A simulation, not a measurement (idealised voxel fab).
Herein follows the process module entitled voxel self aligned contacts.
Cross-sectional view cut (width: 210 nm; square cell size: 5 nm).
Just so we're on the same page, the cross-sections are grids of square cells, and they're listed out in bands top to bottom, each band one or more rows deep. First you get the band's top height and its bottom height, in nm, and then the materials it's made of, left to right, with each width in nm. If you see a single material with "full width", that one covers the band edge to edge. "empty" is empty space. Where do heights start? At 0: under that level the wafer as delivered is made of one material only. And the lowest band has no floor; it just carries on downward, as in "0..down". The width entry "30->40" should be interpreted row by row: the top row of cells in the band takes the first number, the bottom row takes the second number, and the change between adjacent rows is uniform throughout. Basically "changes: none" means that step didn't change any cell in the cross-section. "Sealed-off cavities": sealed empty spaces, 8 cells or more, no open way to top, listed width x height at distance, with distance from the left edge and width, height and distance in nm. Post-settings text on a step line: simulator's own remark regarding the step. overlay nm: mask right of planned place by this much (step with mask). Neg. = left. Reading guide: pairs of cross-sections, before and after one process step; after view cut off at lowest changed band; step and settings listed under each pair. Pairs may stem from different runs of this module on the same starting wafer; continuity with the pair above only where the "Pre-process" entry states it.
Pre-process
  0..down = Si full width
  Sealed-off cavities: none
Sectional Result
  0..-5 = SiO2 full width
  below -5: unchanged
  Sealed-off cavities: none
The transition between the preceding cross-sections is accomplished by OXIDIZE [depth nm 5]
Pre-process: the wafer arrives at this step looking as the after cross-section in the pair just above shows it.
Sectional Result
  30..0 = polySi full width
  below 0: unchanged
  Sealed-off cavities: none
The transition between the preceding cross-sections is accomplished by DIRECTIONAL_DEP [material polySi] [thk nm 30]
Pre-process: the wafer arrives at this step looking as the after cross-section in the pair just above shows it.
Sectional Result
  50..30 = SiN full width
  below 30: unchanged
  Sealed-off cavities: none
The transition between the preceding cross-sections is accomplished by DIRECTIONAL_DEP [material SiN] [thk nm 20]
Pre-process: the wafer arrives at this step looking as the after cross-section in the pair just above shows it.
Sectional Result
  50..30 = empty: 60 | SiN: 25 | empty: 35 | SiN: 25 | empty: 65
  below 30: unchanged
  Sealed-off cavities: none
The transition between the preceding cross-sections is accomplished by MASKED_ETCH [tone cover] [mask id GATE] [width nm 25] [pitch nm 60] [etch materials SiN] [depth nm 20] [overlay nm 0]
Pre-process: the wafer arrives at this step looking as the after cross-section in the pair just above shows it.
Sectional Result
  50..30 = empty: 60 | SiN: 25 | empty: 35 | SiN: 25 | empty: 65
  30..0 = empty: 60 | polySi: 25 | empty: 35 | polySi: 25 | empty: 65
  below 0: unchanged
  Sealed-off cavities: none
The transition between the preceding cross-sections is accomplished by MASKED_ETCH [tone cover] [mask id GATE] [width nm 25] [pitch nm 60] [etch materials polySi] [depth nm 30] [overlay nm 0]
Pre-process: the wafer arrives at this step looking as the after cross-section in the pair just above shows it.
Sectional Result
  60..30 = empty: 50 | SiN: 45 | empty: 15 | SiN: 45 | empty: 55
  30..10 = empty: 50 | SiN: 10 | polySi: 25 | SiN: 10 | empty: 15 | SiN: 10 | polySi: 25 | SiN: 10 | empty: 55
  10..0 = SiN: 60 | polySi: 25 | SiN: 35 | polySi: 25 | SiN: 65
  below 0: unchanged
  Sealed-off cavities: none
The transition between the preceding cross-sections is accomplished by CONFORMAL_DEP [material SiN] [thk nm 10]
Pre-process: the wafer arrives at this step looking as the after cross-section in the pair just above shows it.
Sectional Result
  50..30 = empty: 50 | SiN: 45 | empty: 15 | SiN: 45 | empty: 55
  30..0 = empty: 50 | SiN: 10 | polySi: 25 | SiN: 10 | empty: 15 | SiN: 10 | polySi: 25 | SiN: 10 | empty: 55
  below 0: unchanged
  Sealed-off cavities: none
The transition between the preceding cross-sections is accomplished by DIRECTIONAL_ETCH [etch materials SiN] [depth nm 10]
Pre-process: the wafer arrives at this step looking as the after cross-section in the pair just above shows it.
Sectional Result
  65..50 = SiO2 full width
  50..30 = SiO2: 50 | SiN: 45 | SiO2: 15 | SiN: 45 | SiO2: 55
  30..0 = SiO2: 50 | SiN: 10 | polySi: 25 | SiN: 10 | SiO2: 15 | SiN: 10 | polySi: 25 | SiN: 10 | SiO2: 55
  below 0: unchanged
  Sealed-off cavities: none
The transition between the preceding cross-sections is accomplished by FILL_DEP [material SiO2] [thk nm 15]
Pre-process: the wafer arrives at this step looking as the after cross-section in the pair just above shows it.
Sectional Result
  60..50 = SiO2 full width
  below 50: unchanged
  Sealed-off cavities: none
The transition between the preceding cross-sections is accomplished by CMP [height nm 60]
Pre-process: the wafer arrives at this step looking as the after cross-section in the pair just above shows it.
Sectional Result
  60..50 = SiO2: 80 | empty: 45 | SiO2: 85
  50..30 = SiO2: 50 | SiN: 45 | empty: 15 | SiN: 45 | SiO2: 55
  30..0 = SiO2: 50 | SiN: 10 | polySi: 25 | SiN: 10 | empty: 15 | SiN: 10 | polySi: 25 | SiN: 10 | SiO2: 55
  0..-5 = SiO2: 95 | empty: 15 | SiO2: 100
  below -5: unchanged
  Sealed-off cavities: none
The transition between the preceding cross-sections is accomplished by MASKED_ETCH [tone open] [mask id CONTACT] [width nm 45] [etch materials SiO2] [depth nm 65] [overlay nm 0]
Pre-process: the wafer arrives at this step looking as the after cross-section in the pair just above shows it.
Sectional Result
  65..60 = TiN: 85 | empty: 35 | TiN: 90
  60..50 = SiO2: 80 | TiN: 5->20 | empty: 35->5 | TiN: 5->20 | SiO2: 85
  50..30 = SiO2: 50 | SiN: 45 | TiN: 5 | empty: 5 | TiN: 5 | SiN: 45 | SiO2: 55
  30..0 = SiO2: 50 | SiN: 10 | polySi: 25 | SiN: 10 | TiN: 5 | empty: 5 | TiN: 5 | SiN: 10 | polySi: 25 | SiN: 10 | SiO2: 55
  0..-5 = SiO2: 95 | TiN: 15 | SiO2: 100
  below -5: unchanged
  Sealed-off cavities: none
The transition between the preceding cross-sections is accomplished by CONFORMAL_DEP [material TiN] [thk nm 5]
Pre-process: the wafer arrives at this step looking as the after cross-section in the pair just above shows it.
Sectional Result
  75..65 = W full width
  65..60 = TiN: 85 | W: 35 | TiN: 90
  60..50 = SiO2: 80 | TiN: 5->20 | W: 35->5 | TiN: 5->20 | SiO2: 85
  50..30 = SiO2: 50 | SiN: 45 | TiN: 5 | W: 5 | TiN: 5 | SiN: 45 | SiO2: 55
  30..0 = SiO2: 50 | SiN: 10 | polySi: 25 | SiN: 10 | TiN: 5 | W: 5 | TiN: 5 | SiN: 10 | polySi: 25 | SiN: 10 | SiO2: 55
  below 0: unchanged
  Sealed-off cavities: none
The transition between the preceding cross-sections is accomplished by FILL_DEP [material W] [thk nm 10]
Pre-process: the wafer arrives at this step looking as the after cross-section in the pair just above shows it.
Sectional Result
  60..50 = SiO2: 80 | TiN: 5->20 | W: 35->5 | TiN: 5->20 | SiO2: 85
  below 50: unchanged
  Sealed-off cavities: none
The transition between the preceding cross-sections is accomplished by CMP [height nm 60]
Pre-process: the wafer arrives at this step looking as the after cross-section in the pair just above shows it.
Sectional Result
  65..60 = SiN full width
  below 60: unchanged
  Sealed-off cavities: none
The transition between the preceding cross-sections is accomplished by CONFORMAL_DEP [material SiN] [thk nm 5]
Pre-process
  0..down = Si full width
  Sealed-off cavities: none
Sectional Result
  30..0 = polySi full width
  below 0: unchanged
  Sealed-off cavities: none
The transition between the preceding cross-sections is accomplished by DIRECTIONAL_DEP [material polySi] [thk nm 30]
Pre-process: the wafer arrives at this step looking as the after cross-section in the pair just above shows it.
Sectional Result
  50..30 = SiN full width
  below 30: unchanged
  Sealed-off cavities: none
The transition between the preceding cross-sections is accomplished by DIRECTIONAL_DEP [material SiN] [thk nm 20]
Pre-process: the wafer arrives at this step looking as the after cross-section in the pair just above shows it.
Sectional Result
  50..30 = empty: 60 | SiN: 25 | empty: 35 | SiN: 25 | empty: 65
  below 30: unchanged
  Sealed-off cavities: none
The transition between the preceding cross-sections is accomplished by MASKED_ETCH [tone cover] [mask id GATE] [width nm 25] [pitch nm 60] [etch materials SiN] [depth nm 20] [overlay nm 0]
Pre-process: the wafer arrives at this step looking as the after cross-section in the pair just above shows it.
Sectional Result
  50..30 = empty: 60 | SiN: 25 | empty: 35 | SiN: 25 | empty: 65
  30..0 = empty: 60 | polySi: 25 | empty: 35 | polySi: 25 | empty: 65
  below 0: unchanged
  Sealed-off cavities: none
The transition between the preceding cross-sections is accomplished by MASKED_ETCH [tone cover] [mask id GATE] [width nm 25] [pitch nm 60] [etch materials polySi] [depth nm 30] [overlay nm 0]
Pre-process: the wafer arrives at this step looking as the after cross-section in the pair just above shows it.
Sectional Result
  60..30 = empty: 50 | SiN: 45 | empty: 15 | SiN: 45 | empty: 55
  30..10 = empty: 50 | SiN: 10 | polySi: 25 | SiN: 10 | empty: 15 | SiN: 10 | polySi: 25 | SiN: 10 | empty: 55
  10..0 = SiN: 60 | polySi: 25 | SiN: 35 | polySi: 25 | SiN: 65
  below 0: unchanged
  Sealed-off cavities: none
The transition between the preceding cross-sections is accomplished by CONFORMAL_DEP [material SiN] [thk nm 10]
Pre-process: the wafer arrives at this step looking as the after cross-section in the pair just above shows it.
Sectional Result
  50..30 = empty: 50 | SiN: 45 | empty: 15 | SiN: 45 | empty: 55
  30..0 = empty: 50 | SiN: 10 | polySi: 25 | SiN: 10 | empty: 15 | SiN: 10 | polySi: 25 | SiN: 10 | empty: 55
  below 0: unchanged
  Sealed-off cavities: none
The transition between the preceding cross-sections is accomplished by DIRECTIONAL_ETCH [etch materials SiN] [depth nm 10]
Pre-process: the wafer arrives at this step looking as the after cross-section in the pair just above shows it.
Sectional Result
  65..50 = SiO2 full width
  50..30 = SiO2: 50 | SiN: 45 | SiO2: 15 | SiN: 45 | SiO2: 55
  30..0 = SiO2: 50 | SiN: 10 | polySi: 25 | SiN: 10 | SiO2: 15 | SiN: 10 | polySi: 25 | SiN: 10 | SiO2: 55
  below 0: unchanged
  Sealed-off cavities: none
The transition between the preceding cross-sections is accomplished by FILL_DEP [material SiO2] [thk nm 15]
Pre-process: the wafer arrives at this step looking as the after cross-section in the pair just above shows it.
Sectional Result
  60..50 = SiO2 full width
  below 50: unchanged
  Sealed-off cavities: none
The transition between the preceding cross-sections is accomplished by CMP [height nm 60]
Pre-process: the wafer arrives at this step looking as the after cross-section in the pair just above shows it.
Sectional Result
  60..50 = SiO2: 80 | empty: 45 | SiO2: 85
  50..30 = SiO2: 50 | SiN: 45 | empty: 15 | SiN: 45 | SiO2: 55
  30..0 = SiO2: 50 | SiN: 10 | polySi: 25 | SiN: 10 | empty: 15 | SiN: 10 | polySi: 25 | SiN: 10 | SiO2: 55
  below 0: unchanged
  Sealed-off cavities: none
The transition between the preceding cross-sections is accomplished by MASKED_ETCH [tone open] [mask id CONTACT] [width nm 45] [etch materials SiO2] [depth nm 65] [overlay nm 0]
Pre-process: the wafer arrives at this step looking as the after cross-section in the pair just above shows it.
Sectional Result
  65..60 = TiN: 85 | empty: 35 | TiN: 90
  60..50 = SiO2: 80 | TiN: 5->20 | empty: 35->5 | TiN: 5->20 | SiO2: 85
  50..30 = SiO2: 50 | SiN: 45 | TiN: 5 | empty: 5 | TiN: 5 | SiN: 45 | SiO2: 55
  30..5 = SiO2: 50 | SiN: 10 | polySi: 25 | SiN: 10 | TiN: 5 | empty: 5 | TiN: 5 | SiN: 10 | polySi: 25 | SiN: 10 | SiO2: 55
  5..0 = SiO2: 50 | SiN: 10 | polySi: 25 | SiN: 10 | TiN: 15 | SiN: 10 | polySi: 25 | SiN: 10 | SiO2: 55
  below 0: unchanged
  Sealed-off cavities: none
The transition between the preceding cross-sections is accomplished by CONFORMAL_DEP [material TiN] [thk nm 5]
Pre-process: the wafer arrives at this step looking as the after cross-section in the pair just above shows it.
Sectional Result
  75..65 = W full width
  65..60 = TiN: 85 | W: 35 | TiN: 90
  60..50 = SiO2: 80 | TiN: 5->20 | W: 35->5 | TiN: 5->20 | SiO2: 85
  50..30 = SiO2: 50 | SiN: 45 | TiN: 5 | W: 5 | TiN: 5 | SiN: 45 | SiO2: 55
  30..5 = SiO2: 50 | SiN: 10 | polySi: 25 | SiN: 10 | TiN: 5 | W: 5 | TiN: 5 | SiN: 10 | polySi: 25 | SiN: 10 | SiO2: 55
  below 5: unchanged
  Sealed-off cavities: none
The transition between the preceding cross-sections is accomplished by FILL_DEP [material W] [thk nm 10]
Pre-process: the wafer arrives at this step looking as the after cross-section in the pair just above shows it.
Sectional Result
  60..50 = SiO2: 80 | TiN: 5->20 | W: 35->5 | TiN: 5->20 | SiO2: 85
  below 50: unchanged
  Sealed-off cavities: none
The transition between the preceding cross-sections is accomplished by CMP [height nm 60]
Pre-process: the wafer arrives at this step looking as the after cross-section in the pair just above shows it.
Sectional Result
  65..60 = SiN full width
  below 60: unchanged
  Sealed-off cavities: none
The transition between the preceding cross-sections is accomplished by CONFORMAL_DEP [material SiN] [thk nm 5]
Pre-process
  30..0 = polySi full width
  0..-5 = SiO2 full width
  -5..down = Si full width
  Sealed-off cavities: none
Sectional Result
  60..0 = polySi full width
  below 0: unchanged
  Sealed-off cavities: none
The transition between the preceding cross-sections is accomplished by DIRECTIONAL_DEP [material polySi] [thk nm 30]
Pre-process: the wafer arrives at this step looking as the after cross-section in the pair just above shows it.
Sectional Result
  80..60 = SiN full width
  below 60: unchanged
  Sealed-off cavities: none
The transition between the preceding cross-sections is accomplished by DIRECTIONAL_DEP [material SiN] [thk nm 20]
Pre-process: the wafer arrives at this step looking as the after cross-section in the pair just above shows it.
Sectional Result
  80..60 = empty: 60 | SiN: 25 | empty: 35 | SiN: 25 | empty: 65
  below 60: unchanged
  Sealed-off cavities: none
The transition between the preceding cross-sections is accomplished by MASKED_ETCH [tone cover] [mask id GATE] [width nm 25] [pitch nm 60] [etch materials SiN] [depth nm 20] [overlay nm 0]
Pre-process: the wafer arrives at this step looking as the after cross-section in the pair just above shows it.
Sectional Result
  80..60 = empty: 60 | SiN: 25 | empty: 35 | SiN: 25 | empty: 65
  60..30 = empty: 60 | polySi: 25 | empty: 35 | polySi: 25 | empty: 65
  below 30: unchanged
  Sealed-off cavities: none
The transition between the preceding cross-sections is accomplished by MASKED_ETCH [tone cover] [mask id GATE] [width nm 25] [pitch nm 60] [etch materials polySi] [depth nm 30] [overlay nm 0]
Pre-process: the wafer arrives at this step looking as the after cross-section in the pair just above shows it.
Sectional Result
  90..60 = empty: 50 | SiN: 45 | empty: 15 | SiN: 45 | empty: 55
  60..40 = empty: 50 | SiN: 10 | polySi: 25 | SiN: 10 | empty: 15 | SiN: 10 | polySi: 25 | SiN: 10 | empty: 55
  40..30 = SiN: 60 | polySi: 25 | SiN: 35 | polySi: 25 | SiN: 65
  below 30: unchanged
  Sealed-off cavities: none
The transition between the preceding cross-sections is accomplished by CONFORMAL_DEP [material SiN] [thk nm 10]
Pre-process: the wafer arrives at this step looking as the after cross-section in the pair just above shows it.
Sectional Result
  80..60 = empty: 50 | SiN: 45 | empty: 15 | SiN: 45 | empty: 55
  60..30 = empty: 50 | SiN: 10 | polySi: 25 | SiN: 10 | empty: 15 | SiN: 10 | polySi: 25 | SiN: 10 | empty: 55
  below 30: unchanged
  Sealed-off cavities: none
The transition between the preceding cross-sections is accomplished by DIRECTIONAL_ETCH [etch materials SiN] [depth nm 10]
Pre-process: the wafer arrives at this step looking as the after cross-section in the pair just above shows it.
Sectional Result
  95..80 = SiO2 full width
  80..60 = SiO2: 50 | SiN: 45 | SiO2: 15 | SiN: 45 | SiO2: 55
  60..30 = SiO2: 50 | SiN: 10 | polySi: 25 | SiN: 10 | SiO2: 15 | SiN: 10 | polySi: 25 | SiN: 10 | SiO2: 55
  below 30: unchanged
  Sealed-off cavities: none
The transition between the preceding cross-sections is accomplished by FILL_DEP [material SiO2] [thk nm 15]
Pre-process: the wafer arrives at this step looking as the after cross-section in the pair just above shows it.
Sectional Result
  60..30 = SiO2: 50 | SiN: 10 | polySi: 25 | SiN: 10 | SiO2: 15 | SiN: 10 | polySi: 25 | SiN: 10 | SiO2: 55
  below 30: unchanged
  Sealed-off cavities: none
The transition between the preceding cross-sections is accomplished by CMP [height nm 60]
Pre-process: the wafer arrives at this step looking as the after cross-section in the pair just above shows it.
Sectional Result
  60..30 = SiO2: 50 | SiN: 10 | polySi: 25 | SiN: 10 | empty: 15 | SiN: 10 | polySi: 25 | SiN: 10 | SiO2: 55
  below 30: unchanged
  Sealed-off cavities: none
The transition between the preceding cross-sections is accomplished by MASKED_ETCH [tone open] [mask id CONTACT] [width nm 45] [etch materials SiO2] [depth nm 65] [overlay nm 0]
Pre-process: the wafer arrives at this step looking as the after cross-section in the pair just above shows it.
Sectional Result
  65..60 = TiN: 100 | empty: 5 | TiN: 105
  60..35 = SiO2: 50 | SiN: 10 | polySi: 25 | SiN: 10 | TiN: 5 | empty: 5 | TiN: 5 | SiN: 10 | polySi: 25 | SiN: 10 | SiO2: 55
  35..30 = SiO2: 50 | SiN: 10 | polySi: 25 | SiN: 10 | TiN: 15 | SiN: 10 | polySi: 25 | SiN: 10 | SiO2: 55
  below 30: unchanged
  Sealed-off cavities: none
The transition between the preceding cross-sections is accomplished by CONFORMAL_DEP [material TiN] [thk nm 5]
Pre-process: the wafer arrives at this step looking as the after cross-section in the pair just above shows it.
Sectional Result
  75..65 = W full width
  65..60 = TiN: 100 | W: 5 | TiN: 105
  60..35 = SiO2: 50 | SiN: 10 | polySi: 25 | SiN: 10 | TiN: 5 | W: 5 | TiN: 5 | SiN: 10 | polySi: 25 | SiN: 10 | SiO2: 55
  below 35: unchanged
  Sealed-off cavities: none
The transition between the preceding cross-sections is accomplished by FILL_DEP [material W] [thk nm 10]
Pre-process: the wafer arrives at this step looking as the after cross-section in the pair just above shows it.
Sectional Result
  60..35 = SiO2: 50 | SiN: 10 | polySi: 25 | SiN: 10 | TiN: 5 | W: 5 | TiN: 5 | SiN: 10 | polySi: 25 | SiN: 10 | SiO2: 55
  below 35: unchanged
  Sealed-off cavities: none
The transition between the preceding cross-sections is accomplished by CMP [height nm 60]
Pre-process: the wafer arrives at this step looking as the after cross-section in the pair just above shows it.
Sectional Result
  65..60 = SiN full width
  below 60: unchanged
  Sealed-off cavities: none
The transition between the preceding cross-sections is accomplished by CONFORMAL_DEP [material SiN] [thk nm 5]
Pre-process
  0..-5 = SiO2 full width
  -5..down = Si full width
  Sealed-off cavities: none
Sectional Result
  20..0 = SiN full width
  below 0: unchanged
  Sealed-off cavities: none
The transition between the preceding cross-sections is accomplished by DIRECTIONAL_DEP [material SiN] [thk nm 20]
Pre-process: the wafer arrives at this step looking as the after cross-section in the pair just above shows it.
Sectional Result
  50..20 = polySi full width
  below 20: unchanged
  Sealed-off cavities: none
The transition between the preceding cross-sections is accomplished by DIRECTIONAL_DEP [material polySi] [thk nm 30]
Pre-process: the wafer arrives at this step looking as the after cross-section in the pair just above shows it.
Sectional Result
  50..20 = empty: 60 | polySi: 25 | empty: 35 | polySi: 25 | empty: 65
  below 20: unchanged
  Sealed-off cavities: none
The transition between the preceding cross-sections is accomplished by MASKED_ETCH [tone cover] [mask id GATE] [width nm 25] [pitch nm 60] [etch materials polySi] [depth nm 30] [overlay nm 0]
Pre-process: the wafer arrives at this step looking as the after cross-section in the pair just above shows it.
Sectional Result
  60..50 = empty: 50 | SiN: 45 | empty: 15 | SiN: 45 | empty: 55
  50..30 = empty: 50 | SiN: 10 | polySi: 25 | SiN: 10 | empty: 15 | SiN: 10 | polySi: 25 | SiN: 10 | empty: 55
  30..20 = SiN: 60 | polySi: 25 | SiN: 35 | polySi: 25 | SiN: 65
  below 20: unchanged
  Sealed-off cavities: none
The transition between the preceding cross-sections is accomplished by CONFORMAL_DEP [material SiN] [thk nm 10]
Pre-process: the wafer arrives at this step looking as the after cross-section in the pair just above shows it.
Sectional Result
  50..20 = empty: 50 | SiN: 10 | polySi: 25 | SiN: 10 | empty: 15 | SiN: 10 | polySi: 25 | SiN: 10 | empty: 55
  below 20: unchanged
  Sealed-off cavities: none
The transition between the preceding cross-sections is accomplished by DIRECTIONAL_ETCH [etch materials SiN] [depth nm 10]
Pre-process: the wafer arrives at this step looking as the after cross-section in the pair just above shows it.
Sectional Result
  65..50 = SiO2 full width
  50..20 = SiO2: 50 | SiN: 10 | polySi: 25 | SiN: 10 | SiO2: 15 | SiN: 10 | polySi: 25 | SiN: 10 | SiO2: 55
  below 20: unchanged
  Sealed-off cavities: none
The transition between the preceding cross-sections is accomplished by FILL_DEP [material SiO2] [thk nm 15]
Pre-process: the wafer arrives at this step looking as the after cross-section in the pair just above shows it.
Sectional Result
  60..50 = SiO2 full width
  below 50: unchanged
  Sealed-off cavities: none
The transition between the preceding cross-sections is accomplished by CMP [height nm 60]
Pre-process: the wafer arrives at this step looking as the after cross-section in the pair just above shows it.
Sectional Result
  60..50 = SiO2: 80 | empty: 45 | SiO2: 85
  50..20 = SiO2: 50 | SiN: 10 | polySi: 25 | SiN: 10 | empty: 15 | SiN: 10 | polySi: 25 | SiN: 10 | SiO2: 55
  below 20: unchanged
  Sealed-off cavities: none
The transition between the preceding cross-sections is accomplished by MASKED_ETCH [tone open] [mask id CONTACT] [width nm 45] [etch materials SiO2] [depth nm 65] [overlay nm 0]
Pre-process: the wafer arrives at this step looking as the after cross-section in the pair just above shows it.
Sectional Result
  65..60 = TiN: 85 | empty: 35 | TiN: 90
  60..50 = SiO2: 80 | TiN: 5->20 | empty: 35->5 | TiN: 5->20 | SiO2: 85
  50..25 = SiO2: 50 | SiN: 10 | polySi: 25 | SiN: 10 | TiN: 5 | empty: 5 | TiN: 5 | SiN: 10 | polySi: 25 | SiN: 10 | SiO2: 55
  25..20 = SiO2: 50 | SiN: 10 | polySi: 25 | SiN: 10 | TiN: 15 | SiN: 10 | polySi: 25 | SiN: 10 | SiO2: 55
  below 20: unchanged
  Sealed-off cavities: none
The transition between the preceding cross-sections is accomplished by CONFORMAL_DEP [material TiN] [thk nm 5]
Pre-process: the wafer arrives at this step looking as the after cross-section in the pair just above shows it.
Sectional Result
  75..65 = W full width
  65..60 = TiN: 85 | W: 35 | TiN: 90
  60..50 = SiO2: 80 | TiN: 5->20 | W: 35->5 | TiN: 5->20 | SiO2: 85
  50..25 = SiO2: 50 | SiN: 10 | polySi: 25 | SiN: 10 | TiN: 5 | W: 5 | TiN: 5 | SiN: 10 | polySi: 25 | SiN: 10 | SiO2: 55
  below 25: unchanged
  Sealed-off cavities: none
The transition between the preceding cross-sections is accomplished by FILL_DEP [material W] [thk nm 10]
Pre-process: the wafer arrives at this step looking as the after cross-section in the pair just above shows it.
Sectional Result
  60..50 = SiO2: 80 | TiN: 5->20 | W: 35->5 | TiN: 5->20 | SiO2: 85
  below 50: unchanged
  Sealed-off cavities: none
The transition between the preceding cross-sections is accomplished by CMP [height nm 60]
Pre-process: the wafer arrives at this step looking as the after cross-section in the pair just above shows it.
Sectional Result
  65..60 = SiN full width
  below 60: unchanged
  Sealed-off cavities: none
The transition between the preceding cross-sections is accomplished by CONFORMAL_DEP [material SiN] [thk nm 5]
Pre-process
  0..down = Si full width
  Sealed-off cavities: none
Sectional Result
  0..-15 = SiO2 full width
  below -15: unchanged
  Sealed-off cavities: none
The transition between the preceding cross-sections is accomplished by OXIDIZE [depth nm 15]
Pre-process: the wafer arrives at this step looking as the after cross-section in the pair just above shows it.
Sectional Result
  30..0 = polySi full width
  below 0: unchanged
  Sealed-off cavities: none
The transition between the preceding cross-sections is accomplished by DIRECTIONAL_DEP [material polySi] [thk nm 30]
Pre-process: the wafer arrives at this step looking as the after cross-section in the pair just above shows it.
Sectional Result
  50..30 = SiN full width
  below 30: unchanged
  Sealed-off cavities: none
The transition between the preceding cross-sections is accomplished by DIRECTIONAL_DEP [material SiN] [thk nm 20]
Pre-process: the wafer arrives at this step looking as the after cross-section in the pair just above shows it.
Sectional Result
  50..30 = empty: 60 | SiN: 25 | empty: 35 | SiN: 25 | empty: 65
  below 30: unchanged
  Sealed-off cavities: none
The transition between the preceding cross-sections is accomplished by MASKED_ETCH [tone cover] [mask id GATE] [width nm 25] [pitch nm 60] [etch materials SiN] [depth nm 20] [overlay nm 0]
Pre-process: the wafer arrives at this step looking as the after cross-section in the pair just above shows it.
Sectional Result
  50..30 = empty: 60 | SiN: 25 | empty: 35 | SiN: 25 | empty: 65
  30..0 = empty: 60 | polySi: 25 | empty: 35 | polySi: 25 | empty: 65
  below 0: unchanged
  Sealed-off cavities: none
The transition between the preceding cross-sections is accomplished by MASKED_ETCH [tone cover] [mask id GATE] [width nm 25] [pitch nm 60] [etch materials polySi] [depth nm 30] [overlay nm 0]
Pre-process: the wafer arrives at this step looking as the after cross-section in the pair just above shows it.
Sectional Result
  60..30 = empty: 50 | SiN: 45 | empty: 15 | SiN: 45 | empty: 55
  30..10 = empty: 50 | SiN: 10 | polySi: 25 | SiN: 10 | empty: 15 | SiN: 10 | polySi: 25 | SiN: 10 | empty: 55
  10..0 = SiN: 60 | polySi: 25 | SiN: 35 | polySi: 25 | SiN: 65
  below 0: unchanged
  Sealed-off cavities: none
The transition between the preceding cross-sections is accomplished by CONFORMAL_DEP [material SiN] [thk nm 10]
Pre-process: the wafer arrives at this step looking as the after cross-section in the pair just above shows it.
Sectional Result
  50..30 = empty: 50 | SiN: 45 | empty: 15 | SiN: 45 | empty: 55
  30..0 = empty: 50 | SiN: 10 | polySi: 25 | SiN: 10 | empty: 15 | SiN: 10 | polySi: 25 | SiN: 10 | empty: 55
  below 0: unchanged
  Sealed-off cavities: none
The transition between the preceding cross-sections is accomplished by DIRECTIONAL_ETCH [etch materials SiN] [depth nm 10]
Pre-process: the wafer arrives at this step looking as the after cross-section in the pair just above shows it.
Sectional Result
  65..50 = SiO2 full width
  50..30 = SiO2: 50 | SiN: 45 | SiO2: 15 | SiN: 45 | SiO2: 55
  30..0 = SiO2: 50 | SiN: 10 | polySi: 25 | SiN: 10 | SiO2: 15 | SiN: 10 | polySi: 25 | SiN: 10 | SiO2: 55
  below 0: unchanged
  Sealed-off cavities: none
The transition between the preceding cross-sections is accomplished by FILL_DEP [material SiO2] [thk nm 15]
Pre-process: the wafer arrives at this step looking as the after cross-section in the pair just above shows it.
Sectional Result
  60..50 = SiO2 full width
  below 50: unchanged
  Sealed-off cavities: none
The transition between the preceding cross-sections is accomplished by CMP [height nm 60]
Pre-process: the wafer arrives at this step looking as the after cross-section in the pair just above shows it.
Sectional Result
  60..50 = SiO2: 80 | empty: 45 | SiO2: 85
  50..30 = SiO2: 50 | SiN: 45 | empty: 15 | SiN: 45 | SiO2: 55
  30..0 = SiO2: 50 | SiN: 10 | polySi: 25 | SiN: 10 | empty: 15 | SiN: 10 | polySi: 25 | SiN: 10 | SiO2: 55
  0..-5 = SiO2: 95 | empty: 15 | SiO2: 100
  below -5: unchanged
  Sealed-off cavities: none
The transition between the preceding cross-sections is accomplished by MASKED_ETCH [tone open] [mask id CONTACT] [width nm 45] [etch materials SiO2] [depth nm 65] [overlay nm 0]
Pre-process: the wafer arrives at this step looking as the after cross-section in the pair just above shows it.
Sectional Result
  65..60 = TiN: 85 | empty: 35 | TiN: 90
  60..50 = SiO2: 80 | TiN: 5->20 | empty: 35->5 | TiN: 5->20 | SiO2: 85
  50..30 = SiO2: 50 | SiN: 45 | TiN: 5 | empty: 5 | TiN: 5 | SiN: 45 | SiO2: 55
  30..0 = SiO2: 50 | SiN: 10 | polySi: 25 | SiN: 10 | TiN: 5 | empty: 5 | TiN: 5 | SiN: 10 | polySi: 25 | SiN: 10 | SiO2: 55
  0..-5 = SiO2: 95 | TiN: 15 | SiO2: 100
  below -5: unchanged
  Sealed-off cavities: none
The transition between the preceding cross-sections is accomplished by CONFORMAL_DEP [material TiN] [thk nm 5]
Pre-process: the wafer arrives at this step looking as the after cross-section in the pair just above shows it.
Sectional Result
  75..65 = W full width
  65..60 = TiN: 85 | W: 35 | TiN: 90
  60..50 = SiO2: 80 | TiN: 5->20 | W: 35->5 | TiN: 5->20 | SiO2: 85
  50..30 = SiO2: 50 | SiN: 45 | TiN: 5 | W: 5 | TiN: 5 | SiN: 45 | SiO2: 55
  30..0 = SiO2: 50 | SiN: 10 | polySi: 25 | SiN: 10 | TiN: 5 | W: 5 | TiN: 5 | SiN: 10 | polySi: 25 | SiN: 10 | SiO2: 55
  below 0: unchanged
  Sealed-off cavities: none
The transition between the preceding cross-sections is accomplished by FILL_DEP [material W] [thk nm 10]
Pre-process: the wafer arrives at this step looking as the after cross-section in the pair just above shows it.
Sectional Result
  60..50 = SiO2: 80 | TiN: 5->20 | W: 35->5 | TiN: 5->20 | SiO2: 85
  below 50: unchanged
  Sealed-off cavities: none
The transition between the preceding cross-sections is accomplished by CMP [height nm 60]
Pre-process: the wafer arrives at this step looking as the after cross-section in the pair just above shows it.
Sectional Result
  65..60 = SiN full width
  below 60: unchanged
  Sealed-off cavities: none
The transition between the preceding cross-sections is accomplished by CONFORMAL_DEP [material SiN] [thk nm 5]
Pre-process
  60..50 = SiO2 full width
  50..30 = SiO2: 50 | SiN: 45 | SiO2: 15 | SiN: 45 | SiO2: 55
  30..0 = SiO2: 50 | SiN: 10 | polySi: 25 | SiN: 10 | SiO2: 15 | SiN: 10 | polySi: 25 | SiN: 10 | SiO2: 55
  0..-5 = SiO2 full width
  -5..down = Si full width
  Sealed-off cavities: none
Sectional Result
  60..50 = SiO2: 75 | empty: 55 | SiO2: 80
  50..30 = SiO2: 50 | SiN: 45 | empty: 15 | SiN: 45 | SiO2: 55
  30..0 = SiO2: 50 | SiN: 10 | polySi: 25 | SiN: 10 | empty: 15 | SiN: 10 | polySi: 25 | SiN: 10 | SiO2: 55
  0..-5 = SiO2: 95 | empty: 15 | SiO2: 100
  below -5: unchanged
  Sealed-off cavities: none
The transition between the preceding cross-sections is accomplished by MASKED_ETCH [tone open] [mask id CONTACT] [width nm 55] [etch materials SiO2] [depth nm 65] [overlay nm 0]
